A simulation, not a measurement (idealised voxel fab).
Process module, titled voxel spacer lines
FYI the section here is cut, 280 nm wide, cells are 5 nm squares.
Throughout this document, each cross-section is represented as a grid of square cells and is presented as a sequence of bands enumerated from the top downward, where a band comprises one or more rows of cells. Band: top and bottom heights (nm) first, top before bottom; then materials from left to right, widths in nm. "full width" marks a sole material filling the band edge to edge. "blank" denotes empty space. Convention: height 0 is the level below which the wafer, as received, is all one material. The lowest band does not terminate at the bottom but continues downward, represented as "0 down". Think of "30->40" as a width that walks from the first number to the second as you go down the band, top row to bottom row, taking equal-sized steps from row to row. Step marked "changes: none"? Then no cell in the cross-section changed in it. The entry "Cavities, sealed" lists the empty spaces that cover at least 8 cells and have no open path to the top. Each is written as width x height at distance, where the distance is measured from the left edge and all three values are in nm. What comes after the settings on a step's line is commentary from the simulator itself on that step. "overlay nm" answers the question of how far to the right of plan the mask lay on a step that has a mask, and when it is negative the answer is to the left.

Process steps (planned):
1 RECEIVE with material Si
2 CONFORMAL_DEP with material Al2O3, thk nm 5
3 DIRECTIONAL_DEP with material polySi, thk nm 10
4 DIRECTIONAL_DEP with material aC, thk nm 20
5 PATTERN with tone cover, mask id MANDREL, material resist, width nm 15, pitch nm 60, thk nm 30, overlay nm 0
6 DIRECTIONAL_ETCH with etch materials aC, depth nm 20
7 STRIP with etch materials resist
8 CONFORMAL_DEP with material SiO2, thk nm 15
9 DIRECTIONAL_ETCH with etch materials SiO2, depth nm 15
10 STRIP with etch materials aC
11 DIRECTIONAL_ETCH with etch materials polySi, depth nm 10
12 STRIP with etch materials SiO2

Cross-section of the wafer upon arrival, representing the state reached after step 1:
* 0 down | Si full width
* Cavities, sealed: none

First of two wafers, end-of-module section, run followed plan:
* 15 to 5 | 55 blank, 15 polySi, 15 blank, 15 polySi, 15 blank, 15 polySi, 15 blank, 15 polySi, 15 blank, 15 polySi, 15 blank, 15 polySi, 60 blank
* 5 to 0 | Al2O3 full width
* 0 down | Si full width
* Cavities, sealed: none

Cross-section of the latter of the two wafers at module completion. It had an identical start and an identical plan to the former; in running it, one mistake was made:
* 15 to 5 | 50 blank, 15 polySi, 25 blank, 15 polySi, 5 blank, 15 polySi, 25 blank, 15 polySi, 5 blank, 15 polySi, 25 blank, 15 polySi, 55 blank
* 5 to 0 | Al2O3 full width
* 0 down | Si full width
* Cavities, sealed: none
Run error: step 5 was not run as planned; what actually ran was PATTERN with tone cover, mask id MANDREL, material resist, width nm 25, pitch nm 60, thk nm 30, overlay nm 0
At the end, the second wafer has the same number of cells of each material as the first, but those cells sit in other places.
